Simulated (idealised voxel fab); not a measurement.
This section sets out a process module, namely voxel ribs on slabs.
The cross-section shown here is cut; it is 210 nm wide and divided into square cells measuring 5 nm on a side.
Cross-section, as written here: a square-cell grid given band by band from the top down, where a band holds one or more rows of cells.
This entry defines a band. It first specifies the height of the band's top and the height of its bottom in nm, and then specifies the band's materials from left to right, stating each material with its width in nm. The word "throughout" identifies a single material that fills the band from edge to edge, while the word "blank" identifies empty space.
Height reference: 0 = level under which incoming wafer is all one material. Lowest band: no bottom, runs on downward, e.g. "0 and below".
Width: "30..40" (first number = top row, second number = bottom row, same change from row to row of cells).
Key: "same as before" - step with no changed cell in the cross-section.
What "Non-vented voids" gives you is every empty space of 8 cells or more that is cut off from the top. Each appears as width x height at distance, with the distance taken from the left edge and width, height and distance all in nm.
Text after the settings on a step's line: the simulator's own remark on that step.
overlay nm: mask right of planned place by this much (step with mask). Neg. = left.
### The process steps that were planned are listed below
- 1: RECEIVE,material Si
- 2: DIRECTIONAL_DEP,material SiO2,thk nm 20
- 3: DIRECTIONAL_DEP,material SiN,thk nm 20
- 4: PATTERN,tone cover,mask id RIB,material resist,width nm 30,thk nm 20,overlay nm 0
- 5: DIRECTIONAL_ETCH,etch materials SiN,depth nm 15
- 6: STRIP,etch materials resist
- 7: PATTERN,tone cover,mask id SLAB,material resist,width nm 90,thk nm 20,overlay nm 0
- 8: DIRECTIONAL_ETCH,etch materials SiN,depth nm 5
- 9: STRIP,etch materials resist
- 10: FILL_DEP,material SiO2,thk nm 15
- 11: CMP,height nm 50
- 12: DIRECTIONAL_DEP,material W,thk nm 5
- 13: PATTERN,tone cover,mask id HEATER,material resist,width nm 40,thk nm 20,overlay nm 0
- 14: DIRECTIONAL_ETCH,etch materials W,depth nm 5
- 15: STRIP,etch materials resist
- 16: CONFORMAL_DEP,material SiN,thk nm 5
### as received, after step 1
- 0 and below | Si throughout
- Non-vented voids: none
### First of two wafers at the end of the module, shown in cross-section; run carried out as planned
- 60 down to 55 | 80 blank; 50 SiN; 80 blank
- 55 down to 50 | 85 SiN; 40 W; 85 SiN
- 50 down to 40 | SiO2 throughout
- 40 down to 25 | 90 SiO2; 30 SiN; 90 SiO2
- 25 down to 20 | 60 SiO2; 90 SiN; 60 SiO2
- 20 down to 0 | SiO2 throughout
- 0 and below | Si throughout
- Non-vented voids: none
### End-of-module cross-section of the second wafer: identical starting point and process plan to the first, with one processing mistake
- 60 down to 55 | 80 blank; 50 SiN; 80 blank
- 55 down to 50 | 85 SiN; 40 W; 85 SiN
- 50 down to 35 | 90 SiO2; 30 SiN; 90 SiO2
- 35 down to 30 | 60 SiO2; 90 SiN; 60 SiO2
- 30 down to 0 | SiO2 throughout
- 0 and below | Si throughout
- Non-vented voids: none
Plan not followed: in deviation from the planned setting, step 2 was conducted as DIRECTIONAL_DEP,material SiO2,thk nm 30
By the end, you'd get the same cell count for each material on either wafer, but the second wafer puts them somewhere else.
